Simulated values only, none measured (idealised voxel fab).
process module | voxel gate over fins
cross-section cut | 250 nm wide | cells 5 nm
A cross-section is a grid of square cells, given in bands from the top down. A band is one or more rows of cells.
Each band's line starts with the height of the band's top and of its bottom, in nm. Then come its materials from left to right, each with its width in nm. One material with "throughout" fills the band from edge to edge. "air" is empty space.
Height 0 is the level under which the wafer as received is all one material. The lowest band goes on downwards, as in "0 down".
A width such as "30 to 40" changes by the same amount from each row of cells to the next, from the band's top row to its bottom row.
"no change" after a step means that no cell of the cross-section changed.
closed voids: empty space of 8 cells or more with no open way to the top, each as width x height at its distance from the left edge, in nm
after a step's settings: what the simulator itself notes on the step
overlay nm, on a step with a mask: how far to the right of its planned place the mask lay; to the left if negative
plan
1 op RECEIVE | material Si
2 op CONFORMAL_DEP | material SiN | thk nm 5
3 op DIRECTIONAL_DEP | material aC | thk nm 15
4 op PATTERN | tone cover | mask id FINS | material resist | width nm 15 | pitch nm 50 | thk nm 30 | overlay nm 0
5 op DIRECTIONAL_ETCH | etch materials aC | depth nm 15
6 op STRIP | etch materials resist
7 op DIRECTIONAL_ETCH | etch materials SiN | depth nm 5
8 op DIRECTIONAL_ETCH | etch materials Si | depth nm 40
9 op STRIP | etch materials aC
10 op FILL_DEP | material SiO2 | thk nm 15
11 op CMP | height nm 5
12 op DIRECTIONAL_DEP | material aC | thk nm 10
13 op PATTERN | tone open | mask id RAIL | material resist | width nm 15 | thk nm 25 | overlay nm 0
14 op DIRECTIONAL_ETCH | etch materials aC | depth nm 10
15 op STRIP | etch materials resist
16 op DIRECTIONAL_ETCH | etch materials SiO2 | depth nm 40
17 op STRIP | etch materials aC
18 op CONFORMAL_DEP | material TiN | thk nm 5
19 op FILL_DEP | material Ru | thk nm 5
20 op CMP | height nm 5
21 op SELECTIVE_ETCH | etch materials W Ru TiN | depth nm 20
22 op FILL_DEP | material SiO2 | thk nm 5
23 op CMP | height nm 5
24 op SELECTIVE_ETCH | etch materials SiO2 | depth nm 15
25 op STRIP | etch materials SiN
26 op CONFORMAL_DEP | material HfO2 | thk nm 5
27 op CONFORMAL_DEP | material TiN | thk nm 5
28 op FILL_DEP | material W | thk nm 15
29 op CMP | height nm 20
30 op CONFORMAL_DEP | material SiN | thk nm 5
as received, after step 1
  0 down: Si throughout
  closed voids: none
a wafer at the end: this start, this plan, one mistake
  25 to 20: SiN throughout
  20 to 10: W throughout
  10 to 5: W 50 | TiN 35 | W 15 | TiN 35 | W 15 | TiN 35 | W 65
  5 to 0: W 50 | TiN 5 | HfO2 25 | TiN 5 | W 15 | TiN 5 | HfO2 25 | TiN 5 | W 15 | TiN 5 | HfO2 25 | TiN 5 | W 65
  0 to -5: TiN 55 | HfO2 5 | Si 15 | HfO2 5 | TiN 25 | HfO2 5 | Si 15 | HfO2 5 | TiN 25 | HfO2 5 | Si 15 | HfO2 5 | TiN 70
  -5 to -10: HfO2 60 | Si 15 | HfO2 35 | Si 15 | HfO2 35 | Si 15 | HfO2 75
  -10 to -15: SiO2 60 | Si 15 | SiO2 35 | Si 15 | SiO2 35 | Si 15 | SiO2 75
  -15 to -30: SiO2 60 | Si 15 | SiO2 15 | TiN 5 | Ru 5 | TiN 5 | SiO2 5 | Si 15 | SiO2 35 | Si 15 | SiO2 75
  -30 to -35: SiO2 60 | Si 15 | SiO2 15 | TiN 15 | SiO2 5 | Si 15 | SiO2 35 | Si 15 | SiO2 75
  -35 to -40: SiO2 60 | Si 15 | SiO2 35 | Si 15 | SiO2 35 | Si 15 | SiO2 75
  -40 down: Si throughout
  closed voids: none
what went wrong: step 4 ran as: op PATTERN | tone cover | mask id FINS | material resist | width nm 15 | pitch nm 50 | thk nm 30 | overlay nm -5
